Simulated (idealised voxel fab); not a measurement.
process module | voxel released beams
cross-section cut | 255 nm wide | cells 5 nm
A cross-section is a grid of square cells, given in bands from the top down. A band is one or more rows of cells.
Each band's line starts with the height of the band's top and of its bottom, in nm. Then come its materials from left to right, each with its width in nm. One material with "throughout" fills the band from edge to edge. "air" is empty space.
Height 0 is the level under which the wafer as received is all one material. The lowest band goes on downwards, as in "0 down".
A width such as "30 to 40" changes by the same amount from each row of cells to the next, from the band's top row to its bottom row.
"no change" after a step means that no cell of the cross-section changed.
closed voids: empty space of 8 cells or more with no open way to the top, each as width x height at its distance from the left edge, in nm
after a step's settings: what the simulator itself notes on the step
overlay nm, on a step with a mask: how far to the right of its planned place the mask lay; to the left if negative
plan
1 op RECEIVE | material Si
2 op CONFORMAL_DEP | material SiN | thk nm 5
3 op DIRECTIONAL_DEP | material SiO2 | thk nm 15
4 op DIRECTIONAL_DEP | material aC | thk nm 10
5 op PATTERN | tone open | mask id ANCHOR | material resist | width nm 35 | thk nm 30 | overlay nm 0
6 op DIRECTIONAL_ETCH | etch materials aC | depth nm 10
7 op STRIP | etch materials resist
8 op DIRECTIONAL_ETCH | etch materials SiO2 | depth nm 15
9 op STRIP | etch materials aC
10 op CONFORMAL_DEP | material TiN | thk nm 15
11 op DIRECTIONAL_DEP | material aC | thk nm 10
12 op PATTERN | tone cover | mask id BEAM | material resist | width nm 80 | thk nm 25 | overlay nm 0
13 op DIRECTIONAL_ETCH | etch materials aC | depth nm 10
14 op STRIP | etch materials resist
15 op DIRECTIONAL_ETCH | etch materials TiN | depth nm 15
16 op STRIP | etch materials aC
17 op STRIP | etch materials SiO2
as received, after step 1
  0 down: Si throughout
  closed voids: none
first wafer at the end, as planned
  35 to 20: air 85 | TiN 20 | air 5 | TiN 55 | air 90
  20 to 5: air 90 | TiN 35 | air 130
  5 to 0: SiN throughout
  0 down: Si throughout
  closed voids: none
second wafer at the end: like start, like plan, one mistake
  50 to 35: air 85 | TiN 80 | air 90
  35 to 20: TiN throughout
  20 to 5: SiO2 90 | TiN 35 | SiO2 130
  5 to 0: SiN throughout
  0 down: Si throughout
  closed voids: none
what went wrong: step 10 was run twice
at the end the second wafer has, in cells: 132 more of SiO2 | 156 more of TiN
